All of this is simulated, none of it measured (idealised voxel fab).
The following process module bears the name voxel gate over fins.
Section shown: cut. Width: 255 nm. Cell size: 5 nm, square.
Cross-sections here: square-cell grids, written as top-down lists of bands, a band being one or more rows of cells.
Per band: top height and bottom height in nm, followed by the left-to-right materials and their widths in nm; "edge to edge" marks a single material spanning edge to edge, "air" marks empty space.
Heights are measured from 0, the level below which the as-received wafer is all one material; the lowest band has no bottom and continues downward, written as in "from 0 down".
The notation "30->40" denotes a width that varies across the rows of cells in the band, beginning at the first number in the top row, finishing at the second number in the bottom row, and changing by an identical amount from each row to the next.
A step reported as "nothing altered" is a step in which no cell of the cross-section changed.
"Closed cavity list" means: voids of 8 cells or more that are shut off from the top with no open way through. Written width x height at distance, distance from the left edge, in nm.
after a step's settings: what the simulator itself notes on the step
Among the settings permitted on a step's line is "overlay nm"; applied to a step with a mask, it specifies the extent to which the mask lay to the right of its planned position, whereas a negative figure signifies a position to the left.

[Planned step list for the process]
1: RECEIVE with material Si
2: CONFORMAL_DEP with material SiN, thk nm 5
3: MASKED_ETCH with tone cover, mask id FINS, width nm 15, pitch nm 55, etch materials SiN, depth nm 5, overlay nm 0
4: MASKED_ETCH with tone cover, mask id FINS, width nm 15, pitch nm 55, etch materials Si, depth nm 40, overlay nm 0
5: FILL_DEP with material SiO2, thk nm 5
6: CMP with height nm 5
7: PATTERN with tone open, mask id RAIL, material resist, width nm 15, thk nm 20, overlay nm 0
8: DIRECTIONAL_ETCH with etch materials SiO2, depth nm 40
9: STRIP with etch materials resist
10: CONFORMAL_DEP with material TiN, thk nm 5
11: FILL_DEP with material Ru, thk nm 5
12: CMP with height nm 5
13: SELECTIVE_ETCH with etch materials W Ru TiN, depth nm 25
14: FILL_DEP with material SiO2, thk nm 5
15: CMP with height nm 5
16: SELECTIVE_ETCH with etch materials SiO2, depth nm 15
17: STRIP with etch materials SiN
18: CONFORMAL_DEP with material HfO2, thk nm 5
19: CONFORMAL_DEP with material TiN, thk nm 5
20: CONFORMAL_DEP with material TiAl, thk nm 5
21: CONFORMAL_DEP with material TiN, thk nm 5
22: FILL_DEP with material W, thk nm 15
23: CMP with height nm 30
24: CONFORMAL_DEP with material SiN, thk nm 10
For this document, wafers share an identical start and vary in the step 20 thk nm; the plan quotes the first wafer's value.

[As-received state after step 1, first of several wafers, cross-section]
* from 0 down  Si edge to edge
* Closed cavity list: none

[Every row in this table is a wafer at the end of the module, and it gives, for each of the materials, the cells that wafer has gained (+) or lost (-) since it was received, then its closed voids]
thk nm 5; +67 HfO2; +2 Ru; -312 Si; +102 SiN; +225 SiO2; +67 TiAl; +141 TiN; +116 W; Closed cavity list: none
thk nm 10; +67 HfO2; +2 Ru; -312 Si; +102 SiN; +225 SiO2; +134 TiAl; +129 TiN; +61 W; Closed cavity list: none
thk nm 15; +67 HfO2; +2 Ru; -312 Si; +102 SiN; +225 SiO2; +189 TiAl; +129 TiN; +6 W; Closed cavity list: none
thk nm 20; +67 HfO2; +2 Ru; -312 Si; +102 SiN; +225 SiO2; +244 TiAl; +79 TiN; +1 W; Closed cavity list: none
